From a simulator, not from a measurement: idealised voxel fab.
The process module presented herein is designated voxel wiring stack.
The cross-section on display is named cut; it measures 160 nm wide, and its cells are 5 nm squares.
The cross-sections in this document take the form of a grid made of square cells. They are written out as bands, in order from top to bottom. Each band consists of one or more rows of cells. Per band: top height and bottom height in nm, followed by the left-to-right materials and their widths in nm; "everywhere" marks a single material spanning edge to edge, "blank" marks empty space. We count height from 0. Below that, the starting wafer is all one material. The lowest band never ends at the bottom but goes on down; see "top 0, no bottom" for how that is written. It should be noted that a width expressed as "30->40" varies in equal increments from row to row of cells within the band, taking the value of the first number at the top row and that of the second number at the bottom row. Any step labelled "changes: none" changed none of the cells in the cross-section. This entry, "Encapsulated voids", enumerates those empty regions of no fewer than 8 cells that possess no open connection to the top. Each region is reported in the form width x height at distance, the distance being taken from the left edge, with all three quantities expressed in nm. Post-settings text on a step line: simulator's own remark regarding the step. What "overlay nm" on a step's line means: if the step has a mask, that mask lay this far to the right of its planned place, or, when the value is negative, to the left.

Plan
1) op RECEIVE | material Si
2) op CONFORMAL_DEP | material SiO2 | thk nm 15
3) op CONFORMAL_DEP | material SiCN | thk nm 5
4) op DIRECTIONAL_DEP | material SiO2 | thk nm 15
5) op PATTERN | tone open | mask id METAL_1 | material resist | width nm 20 | pitch nm 35 | thk nm 15 | overlay nm 0
6) op DIRECTIONAL_ETCH | etch materials SiO2 | depth nm 15
7) op DIRECTIONAL_ETCH | etch materials SiCN | depth nm 5
8) op STRIP | etch materials resist
9) op CONFORMAL_DEP | material TiN | thk nm 5
10) op FILL_DEP | material Ru | thk nm 5
11) op CMP | height nm 35
12) op EPI | material Ru | thk nm 5
13) op FILL_DEP | material SiCN | thk nm 5
14) op DIRECTIONAL_DEP | material lowk | thk nm 30
15) op DIRECTIONAL_DEP | material aC | thk nm 15
16) op PATTERN | tone open | mask id METAL_2_HOLES | material resist | width nm 15 | pitch nm 35 | thk nm 30 | overlay nm 0
17) op DIRECTIONAL_ETCH | etch materials aC | depth nm 15
18) op STRIP | etch materials resist
19) op DIRECTIONAL_ETCH | etch materials lowk | depth nm 30
20) op STRIP | etch materials aC
21) op MASKED_ETCH | tone open | mask id METAL_2 | width nm 20 | pitch nm 35 | etch materials lowk | depth nm 20 | overlay nm 0
22) op MASKED_ETCH | tone open | mask id METAL_2 | width nm 20 | pitch nm 35 | etch materials SiCN | depth nm 5 | overlay nm 0
23) op CONFORMAL_DEP | material TiN | thk nm 5
24) op FILL_DEP | material Cu | thk nm 10
25) op CMP | height nm 75
26) op CONFORMAL_DEP | material SiN | thk nm 5

Step 1 complete: cross-section of the wafer as received
> top 0, no bottom: Si everywhere
> Encapsulated voids: none

Wafer cross-section at module end: first of two, run to plan
> top 80, bottom 75: SiN everywhere
> top 75, bottom 60: 50 nm lowk, 5 nm TiN, 10 nm Cu, 5 nm TiN, 15 nm lowk, 5 nm TiN, 10 nm Cu, 5 nm TiN, 55 nm lowk
> top 60, bottom 55: 50 nm lowk, 5 nm TiN, 5 nm Cu, 10 nm TiN, 15 nm lowk, 5 nm TiN, 5 nm Cu, 10 nm TiN, 55 nm lowk
> top 55, bottom 45: 50 nm lowk, 5 nm TiN, 5 nm Cu, 5 nm TiN, 20 nm lowk, 5 nm TiN, 5 nm Cu, 5 nm TiN, 60 nm lowk
> top 45, bottom 40: 50 nm SiCN, 15 nm TiN, 20 nm SiCN, 15 nm TiN, 60 nm SiCN
> top 40, bottom 35: 45 nm SiCN, 30 nm Ru, 5 nm SiCN, 30 nm Ru, 50 nm SiCN
> top 35, bottom 20: 50 nm SiO2, 5 nm TiN, 10 nm Ru, 5 nm TiN, 15 nm SiO2, 5 nm TiN, 10 nm Ru, 5 nm TiN, 55 nm SiO2
> top 20, bottom 15: 50 nm SiCN, 20 nm TiN, 15 nm SiCN, 20 nm TiN, 55 nm SiCN
> top 15, bottom 0: SiO2 everywhere
> top 0, no bottom: Si everywhere
> Encapsulated voids: none

What the second wafer looks like in cross-section once the module is done. Its start and its plan matched the first wafer's exactly; what differed was one mistake in how it was run
> top 80, bottom 75: SiN everywhere
> top 75, bottom 60: 50 nm lowk, 5 nm TiN, 10 nm Cu, 5 nm TiN, 15 nm lowk, 5 nm TiN, 10 nm Cu, 5 nm TiN, 55 nm lowk
> top 60, bottom 55: 50 nm lowk, 5 nm TiN, 5 nm Cu, 10 nm TiN, 15 nm lowk, 5 nm TiN, 5 nm Cu, 10 nm TiN, 55 nm lowk
> top 55, bottom 45: 50 nm lowk, 5 nm TiN, 5 nm Cu, 5 nm TiN, 20 nm lowk, 5 nm TiN, 5 nm Cu, 5 nm TiN, 60 nm lowk
> top 45, bottom 40: 50 nm SiCN, 15 nm TiN, 20 nm SiCN, 15 nm TiN, 60 nm SiCN
> top 40, bottom 35: 50 nm SiCN, 25 nm Ru, 10 nm SiCN, 25 nm Ru, 50 nm SiCN
> top 35, bottom 20: 55 nm SiO2, 5 nm TiN, 5 nm Ru, 5 nm TiN, 20 nm SiO2, 5 nm TiN, 5 nm Ru, 5 nm TiN, 55 nm SiO2
> top 20, bottom 15: 55 nm SiCN, 15 nm TiN, 20 nm SiCN, 15 nm TiN, 55 nm SiCN
> top 15, bottom 0: SiO2 everywhere
> top 0, no bottom: Si everywhere
> Encapsulated voids: none
Finding, execution versus plan: step 5 was not run as planned; what actually ran was op PATTERN | tone open | mask id METAL_1 | material resist | width nm 15 | pitch nm 35 | thk nm 15 | overlay nm 0
Cell-count delta at end, second wafer over first, by material: Ru -8, SiCN +4, SiO2 +6, TiN -2
